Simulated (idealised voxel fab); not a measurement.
Herein follows the process module entitled voxel transistor to metal.
It is cross-section cut that appears here, measuring 210 nm in width, its square cells being 5 nm in size.
Cross-section spec: square-cell grid; bands listed top down; each band is one or more rows. Band entry format. Leading values: height of top, height of bottom, nm. Remainder: materials in left-to-right order, each with its width in nm. Special words: "throughout" on a single material, which then fills the band edge to edge; "blank", empty space. For the purposes of this specification, 0 denotes the height below which the wafer in its as-received condition is composed wholly of one material, and the lowermost band, lacking a lower limit, extends downward without end, as expressed in "0 -> down". Read "30..40" as a graded width: first number on top, second number at the bottom, same change between each pair of neighbouring rows. Key: "nothing different" - step with no changed cell in the cross-section. Look at "Closed cavity list" for the closed voids: empty spaces with no open path to the top, sized 8 cells or up. Each is width x height at distance, distance from the left edge, all nm. Read whatever lies past the settings on a step's line as the simulator's own remark about the step. overlay nm: right-of-plan distance of the mask on a masked step; negative values mean left-of-plan.
### Planned step list for the process
1,RECEIVE [material Si]
2,OXIDIZE [depth nm 5]
3,CONFORMAL_DEP [material SiN] [thk nm 10]
4,DIRECTIONAL_DEP [material aC] [thk nm 10]
5,PATTERN [tone cover] [mask id ACTIVE] [material resist] [width nm 85] [thk nm 30] [overlay nm 0]
6,DIRECTIONAL_ETCH [etch materials aC] [depth nm 10]
7,STRIP [etch materials resist]
8,DIRECTIONAL_ETCH [etch materials SiN] [depth nm 10]
9,DIRECTIONAL_ETCH [etch materials SiO2] [depth nm 5]
10,DIRECTIONAL_ETCH [etch materials Si] [depth nm 25]
11,STRIP [etch materials aC]
12,OXIDIZE [depth nm 5]
13,FILL_DEP [material SiO2] [thk nm 15]
14,CMP [height nm 10]
15,SELECTIVE_ETCH [etch materials SiO2] [depth nm 5]
16,STRIP [etch materials SiN]
17,SELECTIVE_ETCH [etch materials SiO2] [depth nm 5]
18,OXIDIZE [depth nm 5]
19,DIRECTIONAL_DEP [material polySi] [thk nm 25]
20,DIRECTIONAL_DEP [material SiCN] [thk nm 10]
21,DIRECTIONAL_DEP [material aC] [thk nm 15]
22,PATTERN [tone cover] [mask id GATE] [material resist] [width nm 15] [thk nm 35] [overlay nm 0]
23,DIRECTIONAL_ETCH [etch materials aC] [depth nm 15]
24,STRIP [etch materials resist]
25,DIRECTIONAL_ETCH [etch materials SiCN] [depth nm 20]
26,DIRECTIONAL_ETCH [etch materials polySi] [depth nm 35]
27,STRIP [etch materials aC]
28,CONFORMAL_DEP [material SiO2] [thk nm 5]
29,DIRECTIONAL_ETCH [etch materials SiO2] [depth nm 5]
30,CONFORMAL_DEP [material SiN] [thk nm 5]
31,DIRECTIONAL_ETCH [etch materials SiN] [depth nm 5]
32,DIRECTIONAL_ETCH [etch materials SiO2] [depth nm 5]
33,EPI [material pSi] [thk nm 5]
34,FILL_DEP [material SiO2] [thk nm 10]
35,CMP [height nm 30]
36,DIRECTIONAL_DEP [material SiO2] [thk nm 15]
37,PATTERN [tone open] [mask id CONTACT] [material resist] [width nm 25] [pitch nm 50] [thk nm 20] [overlay nm 0]
38,DIRECTIONAL_ETCH [etch materials SiO2] [depth nm 50]
39,STRIP [etch materials resist]
40,CONFORMAL_DEP [material TiN] [thk nm 5]
41,FILL_DEP [material W] [thk nm 5]
42,CMP [height nm 45]
43,CONFORMAL_DEP [material SiN] [thk nm 5]
44,DIRECTIONAL_DEP [material lowk] [thk nm 25]
45,DIRECTIONAL_DEP [material aC] [thk nm 10]
46,PATTERN [tone open] [mask id METAL_1] [material resist] [width nm 15] [pitch nm 60] [thk nm 25] [overlay nm 0]
47,DIRECTIONAL_ETCH [etch materials aC] [depth nm 10]
48,STRIP [etch materials resist]
49,DIRECTIONAL_ETCH [etch materials lowk] [depth nm 25]
50,DIRECTIONAL_ETCH [etch materials SiN] [depth nm 5]
51,STRIP [etch materials aC]
52,CONFORMAL_DEP [material TiN] [thk nm 5]
53,FILL_DEP [material W] [thk nm 10]
54,CMP [height nm 75]
55,CONFORMAL_DEP [material SiCN] [thk nm 5]
56,DIRECTIONAL_DEP [material lowk] [thk nm 35]
57,PATTERN [tone open] [mask id METAL_2] [material resist] [width nm 15] [pitch nm 60] [thk nm 20] [overlay nm 0]
58,DIRECTIONAL_ETCH [etch materials lowk] [depth nm 20]
59,STRIP [etch materials resist]
60,PATTERN [tone open] [mask id METAL_2_HOLES] [material resist] [width nm 15] [pitch nm 60] [thk nm 15] [overlay nm 0]
61,DIRECTIONAL_ETCH [etch materials lowk] [depth nm 15]
62,DIRECTIONAL_ETCH [etch materials SiCN] [depth nm 5]
63,STRIP [etch materials resist]
64,CONFORMAL_DEP [material TiN] [thk nm 5]
65,FILL_DEP [material Cu] [thk nm 5]
66,CMP [height nm 115]
67,CONFORMAL_DEP [material SiN] [thk nm 5]
### Here's what the wafer looked like in cross-section when it arrived - that's after step 1
> 0 -> down | Si throughout
> Closed cavity list: none
### Look at the cross-section after the module: the wafer started out the way shown above and the plan was the one shown above, yet one mistake was made along the way
> 120 -> 115 | SiN throughout
> 115 -> 110 | 65 SiCN / 15 TiN / 45 SiCN / 15 TiN / 70 SiCN
> 110 -> 75 | lowk throughout
> 75 -> 50 | 65 lowk / 5 TiN / 5 W / 5 TiN / 45 lowk / 5 TiN / 5 W / 5 TiN / 70 lowk
> 50 -> 45 | 65 SiN / 15 TiN / 45 SiN / 15 TiN / 70 SiN
> 45 -> 35 | 65 SiO2 / 5 TiN / 15 W / 5 TiN / 25 SiO2 / 5 TiN / 15 W / 5 TiN / 70 SiO2
> 35 -> 30 | 65 SiO2 / 5 TiN / 10 W / 10 TiN / 25 SiO2 / 10 TiN / 10 W / 5 TiN / 70 SiO2
> 30 -> 20 | 65 SiO2 / 5 TiN / 10 W / 5 TiN / 5 SiN / 5 SiO2 / 15 SiCN / 5 SiO2 / 5 SiN / 5 TiN / 10 W / 5 TiN / 70 SiO2
> 20 -> 0 | 65 SiO2 / 5 TiN / 10 W / 5 TiN / 5 SiN / 5 SiO2 / 15 polySi / 5 SiO2 / 5 SiN / 5 TiN / 10 W / 5 TiN / 70 SiO2
> 0 -> -5 | 60 SiO2 / 5 SiN / 20 TiN / 5 SiN / 5 SiO2 / 15 polySi / 5 SiO2 / 5 SiN / 20 TiN / 5 SiN / 65 SiO2
> -5 -> -10 | 65 SiO2 / 20 pSi / 35 SiO2 / 20 pSi / 70 SiO2
> -10 -> -35 | 65 SiO2 / 75 Si / 70 SiO2
> -35 -> down | Si throughout
> Closed cavity list: none
It is concluded that the wafer was processed incorrectly with respect to the plan, in that it was found that steps 55 and 56 of the process plan had been performed in exchanged positions
